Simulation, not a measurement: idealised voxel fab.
The following is a process module called voxel spacer lines.
For reference, the cross-section in this document is cut, with width 200 nm and square cells of 5 nm.
Bands, listed from the top down, are how a cross-section gets written in this document; the cross-section itself is a grid of square cells, and a band is one or more rows of them. Read a band's entry like this: the first values are the height of its top and the height of its bottom in nm, and what follows is the sequence of materials from left to right, each with its width in nm. Note that "empty" is empty space, and that a single material marked "full width" reaches across the band from edge to edge. Below 0: as-received wafer, all one material; heights counted from there. Lowest band: no bottom, goes on down, written "z 0 and below". Width "30->40": first value at the band's top row of cells, second value at its bottom row, equal change from row to row. For the purposes of this document, the phrase "no alteration" attached to a step denotes that no cell within the cross-section was modified by that step. For the entry "Non-vented voids", the listed items are empty spaces with no open way to the top whose size is 8 cells or more; each item follows the pattern width x height at distance, where distance is from the left edge and all three are in nm. On each step's line, the part that comes after the settings is the simulator's own comment on the step. For masked steps, "overlay nm" on the step line gives how far right of plan the mask actually lay; a minus sign means it lay to the left.
### The process steps that were planned are listed below
1: RECEIVE | material Si
2: CONFORMAL_DEP | material Al2O3 | thk nm 5
3: DIRECTIONAL_DEP | material TiN | thk nm 15
4: DIRECTIONAL_DEP | material aC | thk nm 25
5: PATTERN | tone cover | mask id MANDREL | material resist | width nm 20 | pitch nm 60 | thk nm 35 | overlay nm 0
6: DIRECTIONAL_ETCH | etch materials aC | depth nm 25
7: STRIP | etch materials resist
8: CONFORMAL_DEP | material SiO2 | thk nm 10
9: DIRECTIONAL_ETCH | etch materials SiO2 | depth nm 10
10: STRIP | etch materials aC
11: DIRECTIONAL_ETCH | etch materials TiN | depth nm 15
12: STRIP | etch materials SiO2
13: FILL_DEP | material lowk | thk nm 5
14: CMP | height nm 20
### First of two wafers, processed according to plan
### Cross-section: wafer on arrival = after step 1
> z 0 and below | Si full width
> Non-vented voids: none
### Sectional view: wafer, after step 2
> z 5 to 0 | Al2O3 full width
> Everything under 0 stays put, no change at all.
### Sectional view: wafer, after step 3
> z 20 to 5 | TiN full width
> Everything under 5 stays put, no change at all.
### Sectional view: wafer, after step 4
> z 45 to 20 | aC full width
> Everything under 20 stays put, no change at all.
### Sectional view: wafer, after step 5
> z 80 to 45 | empty=60, then resist=20, then empty=40, then resist=20, then empty=60
> Everything under 45 stays put, no change at all.
### Sectional view: wafer, after step 6
> z 55 to 45 | empty=60, then resist=20, then empty=40, then resist=20, then empty=60
> z 45 to 20 | empty=60, then aC=20, then empty=40, then aC=20, then empty=60
> Everything under 20 stays put, no change at all.
### Sectional view: wafer, after step 7
> z 45 to 20 | empty=60, then aC=20, then empty=40, then aC=20, then empty=60
> Everything under 20 stays put, no change at all.
### Sectional view: wafer, after step 8
> z 55 to 45 | empty=50, then SiO2=40, then empty=20, then SiO2=40, then empty=50
> z 45 to 30 | empty=50, then SiO2=10, then aC=20, then SiO2=10, then empty=20, then SiO2=10, then aC=20, then SiO2=10, then empty=50
> z 30 to 20 | SiO2=60, then aC=20, then SiO2=40, then aC=20, then SiO2=60
> Everything under 20 stays put, no change at all.
### Sectional view: wafer, after step 9
> z 45 to 20 | empty=50, then SiO2=10, then aC=20, then SiO2=10, then empty=20, then SiO2=10, then aC=20, then SiO2=10, then empty=50
> Everything under 20 stays put, no change at all.
### Sectional view: wafer, after step 10
> z 45 to 20 | empty=50, then SiO2=10, then empty=20, then SiO2=10, then empty=20, then SiO2=10, then empty=20, then SiO2=10, then empty=50
> Everything under 20 stays put, no change at all.
### Sectional view: wafer, after step 11
> z 45 to 20 | empty=50, then SiO2=10, then empty=20, then SiO2=10, then empty=20, then SiO2=10, then empty=20, then SiO2=10, then empty=50
> z 20 to 5 | empty=50, then TiN=10, then empty=20, then TiN=10, then empty=20, then TiN=10, then empty=20, then TiN=10, then empty=50
> Everything under 5 stays put, no change at all.
### Sectional view: wafer, after step 12
> z 20 to 5 | empty=50, then TiN=10, then empty=20, then TiN=10, then empty=20, then TiN=10, then empty=20, then TiN=10, then empty=50
> Everything under 5 stays put, no change at all.
### Sectional view: wafer, after step 13
> z 25 to 20 | lowk full width
> z 20 to 5 | lowk=50, then TiN=10, then lowk=20, then TiN=10, then lowk=20, then TiN=10, then lowk=20, then TiN=10, then lowk=50
> Everything under 5 stays put, no change at all.
### Sectional view: wafer, after step 14
> z 20 to 5 | lowk=50, then TiN=10, then lowk=20, then TiN=10, then lowk=20, then TiN=10, then lowk=20, then TiN=10, then lowk=50
> Everything under 5 stays put, no change at all.
### Notes, second wafer: start = first wafer's, plan = first wafer's, execution had one mistake; history identical to first through step 8
### At the planned end of step 9, the second wafer in cross-section
> z 45 to 35 | empty=60, then aC=20, then empty=40, then aC=20, then empty=60
> z 35 to 20 | empty=50, then SiO2=10, then aC=20, then SiO2=10, then empty=20, then SiO2=10, then aC=20, then SiO2=10, then empty=50
> Everything under 20 stays put, no change at all.
### At the planned end of step 10, the second wafer in cross-section
> z 35 to 20 | empty=50, then SiO2=10, then empty=20, then SiO2=10, then empty=20, then SiO2=10, then empty=20, then SiO2=10, then empty=50
> Everything under 20 stays put, no change at all.
### At the planned end of step 11, the second wafer in cross-section
> z 35 to 20 | empty=50, then SiO2=10, then empty=20, then SiO2=10, then empty=20, then SiO2=10, then empty=20, then SiO2=10, then empty=50
> z 20 to 5 | empty=50, then TiN=10, then empty=20, then TiN=10, then empty=20, then TiN=10, then empty=20, then TiN=10, then empty=50
> Everything under 5 stays put, no change at all.
### At the planned end of step 12, the second wafer in cross-section
> z 20 to 5 | empty=50, then TiN=10, then empty=20, then TiN=10, then empty=20, then TiN=10, then empty=20, then TiN=10, then empty=50
> Everything under 5 stays put, no change at all.
### At the planned end of step 13, the second wafer in cross-section
> z 25 to 20 | lowk full width
> z 20 to 5 | lowk=50, then TiN=10, then lowk=20, then TiN=10, then lowk=20, then TiN=10, then lowk=20, then TiN=10, then lowk=50
> Everything under 5 stays put, no change at all.
### At the planned end of step 14, the second wafer in cross-section
> z 20 to 5 | lowk=50, then TiN=10, then lowk=20, then TiN=10, then lowk=20, then TiN=10, then lowk=20, then TiN=10, then lowk=50
> Everything under 5 stays put, no change at all.
Short version of what went wrong: step 9, plan: ran twice
Honestly, by the end the two wafers have the same cross-section, so the mistake just doesn't show up in what this model computes.
